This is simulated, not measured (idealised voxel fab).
process module | voxel wiring stack
The figure presents cross-section cut, which has a width of 250 nm and is divided into square cells with an edge length of 5 nm.
Think of the cross-section as a grid of square cells. We describe it in bands, top to bottom, and each band covers one or more rows of those cells. Top height, bottom height, nm. Materials left to right, width each, nm. Single material + "throughout" = fills band edge to edge. "blank" = empty. Basically, 0 is our baseline, since under it the wafer straight out of the box is all one material. The bottom band has no lower end and keeps on going down, so it looks like "z 0 and below". Think of "30->40" as a width that walks from the first number to the second as you go down the band, top row to bottom row, taking equal-sized steps from row to row. What does "remained unchanged" mean for a step? It means no cell of the cross-section changed in that step. "Closed cavity list" lists enclosed empty spaces (at least 8 cells, no open path upward to the top), each as width x height at distance from the left edge, in nm. That trailing text on a step's line, after the settings, is the simulator's own remark on the step. The setting "overlay nm" may be written on the line of a step. When the step uses a mask, the value reports how far to the right of the planned place the mask lay, and a negative value reports that it lay to the left.

The process steps that were planned are listed below:
1: RECEIVE | material Si
2: CONFORMAL_DEP | material SiO2 | thk nm 10
3: CONFORMAL_DEP | material SiN | thk nm 5
4: DIRECTIONAL_DEP | material lowk | thk nm 15
5: PATTERN | tone open | mask id METAL_1 | material resist | width nm 20 | pitch nm 35 | thk nm 20 | overlay nm 0
6: DIRECTIONAL_ETCH | etch materials lowk | depth nm 15
7: DIRECTIONAL_ETCH | etch materials SiN | depth nm 5
8: STRIP | etch materials resist
9: CONFORMAL_DEP | material TiN | thk nm 5
10: FILL_DEP | material Ru | thk nm 10
11: CMP | height nm 30
12: EPI | material Ru | thk nm 5
13: FILL_DEP | material SiCN | thk nm 5
14: DIRECTIONAL_DEP | material lowk | thk nm 10
15: DIRECTIONAL_DEP | material aC | thk nm 15
16: PATTERN | tone open | mask id PLUG_1 | material resist | width nm 15 | pitch nm 70 | thk nm 30 | overlay nm 0
17: DIRECTIONAL_ETCH | etch materials aC | depth nm 15
18: STRIP | etch materials resist
19: DIRECTIONAL_ETCH | etch materials lowk | depth nm 10
20: DIRECTIONAL_ETCH | etch materials SiCN | depth nm 5
21: STRIP | etch materials aC
22: EPI | material Ru | thk nm 10
23: EPI | material Ru | thk nm 5
24: DIRECTIONAL_DEP | material TiN | thk nm 5
25: DIRECTIONAL_DEP | material W | thk nm 15
26: MASKED_ETCH | tone cover | mask id METAL_2 | width nm 20 | pitch nm 35 | etch materials W | depth nm 15 | overlay nm 0
27: MASKED_ETCH | tone cover | mask id METAL_2 | width nm 20 | pitch nm 35 | etch materials TiN | depth nm 5 | overlay nm 0
28: CONFORMAL_DEP | material SiCN | thk nm 5
29: FILL_DEP | material lowk | thk nm 10
30: CMP | height nm 70
31: CONFORMAL_DEP | material SiCN | thk nm 5
32: DIRECTIONAL_DEP | material lowk | thk nm 15
33: PATTERN | tone open | mask id PLUG_2 | material resist | width nm 15 | pitch nm 35 | thk nm 20 | overlay nm 0
34: DIRECTIONAL_ETCH | etch materials lowk | depth nm 15
35: DIRECTIONAL_ETCH | etch materials SiCN | depth nm 5
36: STRIP | etch materials resist
37: CONFORMAL_DEP | material TiN | thk nm 5
38: FILL_DEP | material Ru | thk nm 10
39: CMP | height nm 90
40: DIRECTIONAL_DEP | material TiN | thk nm 5
41: DIRECTIONAL_DEP | material W | thk nm 25
42: PATTERN | tone cover | mask id METAL_3 | material resist | width nm 20 | pitch nm 35 | thk nm 20 | overlay nm 0
43: DIRECTIONAL_ETCH | etch materials W | depth nm 25
44: DIRECTIONAL_ETCH | etch materials TiN | depth nm 5
45: STRIP | etch materials resist
46: FILL_DEP | material SiO2 | thk nm 10
47: CMP | height nm 120
48: CONFORMAL_DEP | material SiCN | thk nm 5

Delivered wafer in cross-section: state after step 1:
z 0 and below: Si throughout
Closed cavity list: none

First of two wafers at the end of the module, shown in cross-section; run carried out as planned:
z 125 to 120: SiCN throughout
z 120 to 95: 60 nm SiO2, then 20 nm W, then 15 nm SiO2, then 20 nm W, then 15 nm SiO2, then 20 nm W, then 15 nm SiO2, then 20 nm W, then 65 nm SiO2
z 95 to 90: 60 nm SiO2, then 20 nm TiN, then 15 nm SiO2, then 20 nm TiN, then 15 nm SiO2, then 20 nm TiN, then 15 nm SiO2, then 20 nm TiN, then 65 nm SiO2
z 90 to 75: 60 nm lowk, then 5 nm TiN, then 5 nm Ru, then 5 nm TiN, then 20 nm lowk, then 5 nm TiN, then 5 nm Ru, then 5 nm TiN, then 20 nm lowk, then 5 nm TiN, then 5 nm Ru, then 5 nm TiN, then 20 nm lowk, then 5 nm TiN, then 5 nm Ru, then 5 nm TiN, then 70 nm lowk
z 75 to 70: 60 nm SiCN, then 15 nm TiN, then 20 nm SiCN, then 15 nm TiN, then 20 nm SiCN, then 15 nm TiN, then 20 nm SiCN, then 15 nm TiN, then 70 nm SiCN
z 70 to 55: 55 nm lowk, then 5 nm SiCN, then 20 nm W, then 5 nm SiCN, then 5 nm lowk, then 5 nm SiCN, then 20 nm W, then 5 nm SiCN, then 5 nm lowk, then 5 nm SiCN, then 20 nm W, then 5 nm SiCN, then 5 nm lowk, then 5 nm SiCN, then 20 nm W, then 5 nm SiCN, then 60 nm lowk
z 55 to 50: 60 nm SiCN, then 20 nm TiN, then 15 nm SiCN, then 20 nm TiN, then 15 nm SiCN, then 20 nm TiN, then 15 nm SiCN, then 20 nm TiN, then 65 nm SiCN
z 50 to 40: 60 nm lowk, then 15 nm Ru, then 55 nm lowk, then 15 nm Ru, then 105 nm lowk
z 40 to 35: 60 nm SiCN, then 15 nm Ru, then 55 nm SiCN, then 15 nm Ru, then 105 nm SiCN
z 35 to 30: 55 nm SiCN, then 30 nm Ru, then 5 nm SiCN, then 30 nm Ru, then 5 nm SiCN, then 30 nm Ru, then 5 nm SiCN, then 30 nm Ru, then 60 nm SiCN
z 30 to 15: 60 nm lowk, then 5 nm TiN, then 10 nm Ru, then 5 nm TiN, then 15 nm lowk, then 5 nm TiN, then 10 nm Ru, then 5 nm TiN, then 15 nm lowk, then 5 nm TiN, then 10 nm Ru, then 5 nm TiN, then 15 nm lowk, then 5 nm TiN, then 10 nm Ru, then 5 nm TiN, then 65 nm lowk
z 15 to 10: 60 nm SiN, then 20 nm TiN, then 15 nm SiN, then 20 nm TiN, then 15 nm SiN, then 20 nm TiN, then 15 nm SiN, then 20 nm TiN, then 65 nm SiN
z 10 to 0: SiO2 throughout
z 0 and below: Si throughout
Closed cavity list: none

Module end: cross-section of wafer two of two. Same start and process plan as the first wafer. One mistake during execution:
z 125 to 120: SiCN throughout
z 120 to 95: 60 nm SiO2, then 20 nm W, then 15 nm SiO2, then 20 nm W, then 15 nm SiO2, then 20 nm W, then 15 nm SiO2, then 20 nm W, then 65 nm SiO2
z 95 to 90: 60 nm SiO2, then 20 nm TiN, then 15 nm SiO2, then 20 nm TiN, then 15 nm SiO2, then 20 nm TiN, then 15 nm SiO2, then 20 nm TiN, then 65 nm SiO2
z 90 to 75: 60 nm lowk, then 5 nm TiN, then 5 nm Ru, then 5 nm TiN, then 20 nm lowk, then 5 nm TiN, then 5 nm Ru, then 5 nm TiN, then 20 nm lowk, then 5 nm TiN, then 5 nm Ru, then 5 nm TiN, then 20 nm lowk, then 5 nm TiN, then 5 nm Ru, then 5 nm TiN, then 70 nm lowk
z 75 to 70: 60 nm SiCN, then 15 nm TiN, then 20 nm SiCN, then 15 nm TiN, then 20 nm SiCN, then 15 nm TiN, then 20 nm SiCN, then 15 nm TiN, then 70 nm SiCN
z 70 to 65: 55 nm lowk, then 30 nm SiCN, then 5 nm lowk, then 30 nm SiCN, then 5 nm lowk, then 30 nm SiCN, then 5 nm lowk, then 30 nm SiCN, then 60 nm lowk
z 65 to 55: 55 nm lowk, then 5 nm SiCN, then 20 nm W, then 5 nm SiCN, then 5 nm lowk, then 5 nm SiCN, then 20 nm W, then 5 nm SiCN, then 5 nm lowk, then 5 nm SiCN, then 20 nm W, then 5 nm SiCN, then 5 nm lowk, then 5 nm SiCN, then 20 nm W, then 5 nm SiCN, then 60 nm lowk
z 55 to 50: 60 nm SiCN, then 20 nm W, then 15 nm SiCN, then 20 nm W, then 15 nm SiCN, then 20 nm W, then 15 nm SiCN, then 20 nm W, then 65 nm SiCN
z 50 to 40: 60 nm lowk, then 15 nm Ru, then 55 nm lowk, then 15 nm Ru, then 105 nm lowk
z 40 to 35: 60 nm SiCN, then 15 nm Ru, then 55 nm SiCN, then 15 nm Ru, then 105 nm SiCN
z 35 to 30: 55 nm SiCN, then 30 nm Ru, then 5 nm SiCN, then 30 nm Ru, then 5 nm SiCN, then 30 nm Ru, then 5 nm SiCN, then 30 nm Ru, then 60 nm SiCN
z 30 to 15: 60 nm lowk, then 5 nm TiN, then 10 nm Ru, then 5 nm TiN, then 15 nm lowk, then 5 nm TiN, then 10 nm Ru, then 5 nm TiN, then 15 nm lowk, then 5 nm TiN, then 10 nm Ru, then 5 nm TiN, then 15 nm lowk, then 5 nm TiN, then 10 nm Ru, then 5 nm TiN, then 65 nm lowk
z 15 to 10: 60 nm SiN, then 20 nm TiN, then 15 nm SiN, then 20 nm TiN, then 15 nm SiN, then 20 nm TiN, then 15 nm SiN, then 20 nm TiN, then 65 nm SiN
z 10 to 0: SiO2 throughout
z 0 and below: Si throughout
Closed cavity list: none
Misprocessing identified: plan step 24 was not performed, having been skipped
Final wafer comparison in cells, second versus first, more or fewer per material: 16 more of SiCN | 16 fewer of TiN
